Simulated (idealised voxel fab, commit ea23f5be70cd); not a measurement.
This section sets out a process module, namely voxel released beams.
Square cell edge 5 nm, section width 225 nm, ID cut.
Format of a cross-section: grid, square cells. Given as bands. Order: top down. Band: one or more rows of cells. Read a band's entry like this: the first values are the height of its top and the height of its bottom in nm, and what follows is the sequence of materials from left to right, each with its width in nm. Note that "blank" is empty space, and that a single material marked "edge to edge" reaches across the band from edge to edge. Heights are measured from 0, the level below which the as-received wafer is all one material; the lowest band has no bottom and continues downward, written as in "0 down". When a width is written as two numbers, as in "30..40", the first number is the width in the top row of cells of the band and the second is the width in its bottom row, and the width changes by the same amount from each row to the next. Key: "remained unchanged" - step with no changed cell in the cross-section. Voids not open to the top, 8 cells minimum: see "Closed void roster". Written width x height at distance; distance is from the left edge; nm. On each step's line, the part that comes after the settings is the simulator's own comment on the step. Steps that use a mask can have "overlay nm" on their line. It says how far the mask sat to the right of where it was meant to be. Negative means to the left.
### Intended process steps
- 1: RECEIVE (material Si)
- 2: CONFORMAL_DEP (material Al2O3; thk nm 5)
- 3: DIRECTIONAL_DEP (material SiO2; thk nm 15)
- 4: MASKED_ETCH (tone open; mask id ANCHOR; width nm 35; etch materials SiO2; depth nm 15; overlay nm 0)
- 5: CONFORMAL_DEP (material SiN; thk nm 10)
- 6: MASKED_ETCH (tone cover; mask id BEAM; width nm 100; etch materials SiN; depth nm 10; overlay nm 0)
- 7: STRIP (etch materials SiO2)
### The cross-section here shows the wafer as received, i.e. in its state after step 1
- 0 down = Si edge to edge
- Closed void roster: none
### Cross-section, first of two wafers, end of module, run as planned
- 30 to 20 = blank=60  SiN=15  blank=15  SiN=70  blank=65
- 20 to 15 = blank=65  SiN=10  blank=15  SiN=10  blank=125
- 15 to 5 = blank=65  SiN=35  blank=125
- 5 to 0 = Al2O3 edge to edge
- 0 down = Si edge to edge
- Closed void roster: none
### Cross-section, second wafer: same start as the first, same plan as the first, one mistake in running it; taken at the end of the module
- 30 to 20 = blank=60  SiN=100  blank=65
- 20 to 15 = Al2O3 edge to edge
- 15 to 0 = SiO2 edge to edge
- 0 down = Si edge to edge
- Closed void roster: none
What was done differently from what was planned? mixed up steps 2 and 3 - ran each in the other's place
Count the cells at the end and the second wafer has more or fewer of some materials than the first: SiN: 12 fewer, SiO2: 135 more
